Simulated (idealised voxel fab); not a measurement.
process module | voxel double patterning
cross-section cut | 240 nm wide | cells 5 nm
A cross-section is a grid of square cells, given in bands from the top down. A band is one or more rows of cells.
Each band's line starts with the height of the band's top and of its bottom, in nm. Then come its materials from left to right, each with its width in nm. One material with "throughout" fills the band from edge to edge. "air" is empty space.
Height 0 is the level under which the wafer as received is all one material. The lowest band goes on downwards, as in "0 down".
A width such as "30 to 40" changes by the same amount from each row of cells to the next, from the band's top row to its bottom row.
"no change" after a step means that no cell of the cross-section changed.
closed voids: empty space of 8 cells or more with no open way to the top, each as width x height at its distance from the left edge, in nm
after a step's settings: what the simulator itself notes on the step
overlay nm, on a step with a mask: how far to the right of its planned place the mask lay; to the left if negative
plan
1 op RECEIVE | material Si
2 op CONFORMAL_DEP | material SiN | thk nm 5
3 op DIRECTIONAL_DEP | material SiO2 | thk nm 10
4 op DIRECTIONAL_DEP | material SiCN | thk nm 10
5 op PATTERN | tone open | mask id FIRST | material resist | width nm 15 | pitch nm 50 | thk nm 15 | overlay nm 0
6 op DIRECTIONAL_ETCH | etch materials SiCN | depth nm 10
7 op STRIP | etch materials resist
8 op MASKED_ETCH | tone open | mask id SECOND | width nm 15 | pitch nm 50 | etch materials SiCN | depth nm 10 | overlay nm 0
9 op DIRECTIONAL_ETCH | etch materials SiO2 | depth nm 10
10 op STRIP | etch materials SiCN
first wafer, as planned
as received, after step 1
  0 down: Si throughout
  closed voids: none
after step 2
  5 to 0: SiN throughout
  below 0: unchanged
after step 3
  15 to 5: SiO2 throughout
  below 5: unchanged
after step 4
  25 to 15: SiCN throughout
  below 15: unchanged
after step 5
  40 to 25: resist 60 | air 15 | resist 35 | air 15 | resist 35 | air 15 | resist 65
  below 25: unchanged
after step 6
  40 to 25: resist 60 | air 15 | resist 35 | air 15 | resist 35 | air 15 | resist 65
  25 to 15: SiCN 60 | air 15 | SiCN 35 | air 15 | SiCN 35 | air 15 | SiCN 65
  below 15: unchanged
after step 7
  25 to 15: SiCN 60 | air 15 | SiCN 35 | air 15 | SiCN 35 | air 15 | SiCN 65
  below 15: unchanged
after step 8
  25 to 15: SiCN 60 | air 15 | SiCN 10 | air 15 | SiCN 10 | air 15 | SiCN 10 | air 15 | SiCN 10 | air 15 | SiCN 65
  below 15: unchanged
after step 9
  25 to 15: SiCN 60 | air 15 | SiCN 10 | air 15 | SiCN 10 | air 15 | SiCN 10 | air 15 | SiCN 10 | air 15 | SiCN 65
  15 to 5: SiO2 60 | air 15 | SiO2 10 | air 15 | SiO2 10 | air 15 | SiO2 10 | air 15 | SiO2 10 | air 15 | SiO2 65
  below 5: unchanged
after step 10
  15 to 5: SiO2 60 | air 15 | SiO2 10 | air 15 | SiO2 10 | air 15 | SiO2 10 | air 15 | SiO2 10 | air 15 | SiO2 65
  below 5: unchanged
second wafer: like start, like plan, one mistake. Through step 8 it matches the first wafer
when step 9 should have ended
  25 to 15: SiCN 60 | air 15 | SiCN 10 | air 15 | SiCN 10 | air 15 | SiCN 10 | air 15 | SiCN 10 | air 15 | SiCN 65
  15 to 5: SiO2 60 | air 15 | SiO2 10 | air 15 | SiO2 10 | air 15 | SiO2 10 | air 15 | SiO2 10 | air 15 | SiO2 65
  below 5: unchanged
when step 10 should have ended
  15 to 5: SiO2 60 | air 15 | SiO2 10 | air 15 | SiO2 10 | air 15 | SiO2 10 | air 15 | SiO2 10 | air 15 | SiO2 65
  below 5: unchanged
what went wrong: step 9 was run twice
at the end the two cross-sections are the same: no effect in what this model computes
